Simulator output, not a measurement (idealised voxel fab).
This section sets out a process module, namely voxel ribs on slabs.
In the cross-section labelled cut, the width is 270 nm and each square cell is 5 nm.
A cross-section in this document is a grid of square cells, and it is written down as bands, the top band listed before the ones below it; a band is made up of one or more rows of cells.
In this notation a band is specified by the heights of its top and bottom, in that order and in nm, after which its materials appear from left to right, each paired with its width in nm. The word "everywhere" attached to a single material means that material fills the band from edge to edge; the word "blank" stands for empty space.
Heights are reckoned from 0. Under this level, the received wafer is all of one material. The bottommost band is open-ended downward, for example "0 down".
Note: "30..40" means the width goes from the first number (top row of the band) to the second number (bottom row) in equal steps per row of cells.
Step marked "changes: none"? Then no cell in the cross-section changed in it.
The list in "Closed void table" covers empty spaces of 8 cells or more that cannot reach the top through any open way, and it gives each as width x height at distance; the distance is from the left edge, and width, height and distance are in nm.
Whatever follows a step's settings on its line is a remark the simulator itself makes about that step.
The line of a step may include "overlay nm". On a step with a mask, this value is how far to the right of its planned place the mask lay. A negative value means the mask lay to the left.
-- So here's the lineup of process steps we planned
| 1 | RECEIVE [material Si] |
| 2 | DIRECTIONAL_DEP [material SiO2] [thk nm 30] |
| 3 | DIRECTIONAL_DEP [material polySi] [thk nm 25] |
| 4 | MASKED_ETCH [tone cover] [mask id RIB] [width nm 20] [etch materials polySi] [depth nm 20] [overlay nm 0] |
| 5 | PATTERN [tone cover] [mask id SLAB] [material resist] [width nm 70] [thk nm 20] [overlay nm 0] |
| 6 | DIRECTIONAL_ETCH [etch materials polySi] [depth nm 5] |
| 7 | STRIP [etch materials resist] |
| 8 | FILL_DEP [material SiO2] [thk nm 20] |
| 9 | CMP [height nm 65] |
| 10 | DIRECTIONAL_DEP [material TiN] [thk nm 10] |
| 11 | DIRECTIONAL_DEP [material aC] [thk nm 10] |
| 12 | PATTERN [tone cover] [mask id HEATER] [material resist] [width nm 30] [thk nm 30] [overlay nm 0] |
| 13 | DIRECTIONAL_ETCH [etch materials aC] [depth nm 10] |
| 14 | STRIP [etch materials resist] |
| 15 | DIRECTIONAL_ETCH [etch materials TiN] [depth nm 10] |
| 16 | STRIP [etch materials aC] |
| 17 | CONFORMAL_DEP [material SiO2] [thk nm 10] |
-- The following pertains to the first of two wafers, which was processed as planned
-- as received, after step 1
  0 down: Si everywhere
  Closed void table: none
-- Cross-section of the wafer subsequent to step 2
  30 to 0: SiO2 everywhere
  Rest of section, below 0: as before.
-- Cross-section of the wafer subsequent to step 3
  55 to 30: polySi everywhere
  Rest of section, below 30: as before.
-- Cross-section of the wafer subsequent to step 4
  55 to 35: blank: 125, then polySi: 20, then blank: 125
  Rest of section, below 35: as before.
-- Cross-section of the wafer subsequent to step 5
  75 to 55: blank: 100, then resist: 70, then blank: 100
  55 to 35: blank: 100, then resist: 25, then polySi: 20, then resist: 25, then blank: 100
  Rest of section, below 35: as before.
-- Cross-section of the wafer subsequent to step 6
  75 to 55: blank: 100, then resist: 70, then blank: 100
  55 to 35: blank: 100, then resist: 25, then polySi: 20, then resist: 25, then blank: 100
  35 to 30: blank: 100, then polySi: 70, then blank: 100
  Rest of section, below 30: as before.
-- Cross-section of the wafer subsequent to step 7
  55 to 35: blank: 125, then polySi: 20, then blank: 125
  Rest of section, below 35: as before.
-- Cross-section of the wafer subsequent to step 8
  75 to 55: SiO2 everywhere
  55 to 35: SiO2: 125, then polySi: 20, then SiO2: 125
  35 to 30: SiO2: 100, then polySi: 70, then SiO2: 100
  Rest of section, below 30: as before.
-- Cross-section of the wafer subsequent to step 9
  65 to 55: SiO2 everywhere
  Rest of section, below 55: as before.
-- Cross-section of the wafer subsequent to step 10
  75 to 65: TiN everywhere
  Rest of section, below 65: as before.
-- Cross-section of the wafer subsequent to step 11
  85 to 75: aC everywhere
  Rest of section, below 75: as before.
-- Cross-section of the wafer subsequent to step 12
  115 to 85: blank: 120, then resist: 30, then blank: 120
  Rest of section, below 85: as before.
-- Cross-section of the wafer subsequent to step 13
  105 to 85: blank: 120, then resist: 30, then blank: 120
  85 to 75: blank: 120, then aC: 30, then blank: 120
  Rest of section, below 75: as before.
-- Cross-section of the wafer subsequent to step 14
  85 to 75: blank: 120, then aC: 30, then blank: 120
  Rest of section, below 75: as before.
-- Cross-section of the wafer subsequent to step 15
  85 to 75: blank: 120, then aC: 30, then blank: 120
  75 to 65: blank: 120, then TiN: 30, then blank: 120
  Rest of section, below 65: as before.
-- Cross-section of the wafer subsequent to step 16
  75 to 65: blank: 120, then TiN: 30, then blank: 120
  Rest of section, below 65: as before.
-- Cross-section of the wafer subsequent to step 17
  85 to 75: blank: 110, then SiO2: 50, then blank: 110
  75 to 65: SiO2: 120, then TiN: 30, then SiO2: 120
  Rest of section, below 65: as before.
-- Wafer two. Identical start, identical plan. One mistake in execution. Identical history through step 4
-- Look at the second wafer in cross-section at the time step 5 ought to have finished
  75 to 55: blank: 105, then resist: 65, then blank: 100
  55 to 35: blank: 105, then resist: 20, then polySi: 20, then resist: 25, then blank: 100
  Rest of section, below 35: as before.
-- Look at the second wafer in cross-section at the time step 6 ought to have finished
  75 to 55: blank: 105, then resist: 65, then blank: 100
  55 to 35: blank: 105, then resist: 20, then polySi: 20, then resist: 25, then blank: 100
  35 to 30: blank: 105, then polySi: 65, then blank: 100
  Rest of section, below 30: as before.
-- Look at the second wafer in cross-section at the time step 7 ought to have finished
  55 to 35: blank: 125, then polySi: 20, then blank: 125
  Rest of section, below 35: as before.
-- Look at the second wafer in cross-section at the time step 8 ought to have finished
  75 to 55: SiO2 everywhere
  55 to 35: SiO2: 125, then polySi: 20, then SiO2: 125
  35 to 30: SiO2: 105, then polySi: 65, then SiO2: 100
  Rest of section, below 30: as before.
-- Look at the second wafer in cross-section at the time step 9 ought to have finished
  65 to 55: SiO2 everywhere
  Rest of section, below 55: as before.
-- Look at the second wafer in cross-section at the time step 10 ought to have finished
  75 to 65: TiN everywhere
  Rest of section, below 65: as before.
-- Look at the second wafer in cross-section at the time step 11 ought to have finished
  85 to 75: aC everywhere
  Rest of section, below 75: as before.
-- Look at the second wafer in cross-section at the time step 12 ought to have finished
  115 to 85: blank: 120, then resist: 30, then blank: 120
  Rest of section, below 85: as before.
-- Look at the second wafer in cross-section at the time step 13 ought to have finished
  105 to 85: blank: 120, then resist: 30, then blank: 120
  85 to 75: blank: 120, then aC: 30, then blank: 120
  Rest of section, below 75: as before.
-- Look at the second wafer in cross-section at the time step 14 ought to have finished
  85 to 75: blank: 120, then aC: 30, then blank: 120
  Rest of section, below 75: as before.
-- Look at the second wafer in cross-section at the time step 15 ought to have finished
  85 to 75: blank: 120, then aC: 30, then blank: 120
  75 to 65: blank: 120, then TiN: 30, then blank: 120
  Rest of section, below 65: as before.
-- Look at the second wafer in cross-section at the time step 16 ought to have finished
  75 to 65: blank: 120, then TiN: 30, then blank: 120
  Rest of section, below 65: as before.
-- Look at the second wafer in cross-section at the time step 17 ought to have finished
  85 to 75: blank: 110, then SiO2: 50, then blank: 110
  75 to 65: SiO2: 120, then TiN: 30, then SiO2: 120
  Rest of section, below 65: as before.
Short version of what went wrong: step 5 was processed under conditions differing from the plan, specifically as PATTERN [tone cover] [mask id SLAB] [material resist] [width nm 65] [thk nm 20] [overlay nm 0]
Final wafer comparison in cells, second versus first, more or fewer per material: +1 SiO2; -1 polySi
